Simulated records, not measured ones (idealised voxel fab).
The process module that follows is named voxel trench capacitor.
The figure presents cross-section cut, which has a width of 280 nm and is divided into square cells with an edge length of 5 nm.
This document writes a cross-section as a grid whose cells are square, and gives it as bands, listed from the top down; one or more rows of cells form a band.
For a band, the entry starts with two heights in nm, that of the top and then that of the bottom, and carries on with the band's materials in order from left to right, each alongside its width in nm; the word "full width" beside a single material means it fills the band edge to edge, and "empty" means empty space.
For the purposes of this specification, 0 denotes the height below which the wafer in its as-received condition is composed wholly of one material, and the lowermost band, lacking a lower limit, extends downward without end, as expressed in "0 -> down".
Quick explanation for "30->40": the width changes in equal steps down the rows of cells, from the first number in the band's top row to the second number in its bottom row.
Step note "no alterations made" = no cross-section cell changed.
Entrapped void list: empty space of 8 cells or more with no open way to the top, each as width x height at its distance from the left edge, in nm
On each step's line, the part that comes after the settings is the simulator's own comment on the step.
overlay nm: where the mask lay relative to plan, measured to the right, on steps with a mask; negatives go left.
## Steps in the process plan
1 RECEIVE (material Si)
2 CONFORMAL_DEP (material SiN; thk nm 10)
3 PATTERN (tone open; mask id TRENCH; material resist; width nm 25; pitch nm 45; thk nm 15; overlay nm 0)
4 DIRECTIONAL_ETCH (etch materials SiN; depth nm 10)
5 DIRECTIONAL_ETCH (etch materials Si; depth nm 35)
6 STRIP (etch materials resist)
7 CONFORMAL_DEP (material Al2O3; thk nm 5)
8 FILL_DEP (material polySi; thk nm 10)
9 CMP (height nm 10)
## Here's what the wafer looked like in cross-section when it arrived - that's after step 1
  0 -> down = Si full width
  Entrapped void list: none
## Cross-section at module end, one run error; start and plan unchanged from above
  10 -> 0 = SiN (65), then Al2O3 (5), then polySi (15), then Al2O3 (5), then SiN (20), then Al2O3 (5), then polySi (15), then Al2O3 (5), then SiN (20), then Al2O3 (5), then polySi (15), then Al2O3 (5), then SiN (20), then Al2O3 (5), then polySi (15), then Al2O3 (5), then SiN (55)
  0 -> -30 = Si (65), then Al2O3 (5), then polySi (15), then Al2O3 (5), then Si (20), then Al2O3 (5), then polySi (15), then Al2O3 (5), then Si (20), then Al2O3 (5), then polySi (15), then Al2O3 (5), then Si (20), then Al2O3 (5), then polySi (15), then Al2O3 (5), then Si (55)
  -30 -> -35 = Si (65), then Al2O3 (25), then Si (20), then Al2O3 (25), then Si (20), then Al2O3 (25), then Si (20), then Al2O3 (25), then Si (55)
  -35 -> down = Si full width
  Entrapped void list: none
The plan and the run diverged here: heads up, step 3 didn't go per plan, it actually ran as PATTERN (tone open; mask id TRENCH; material resist; width nm 25; pitch nm 45; thk nm 15; overlay nm 5)
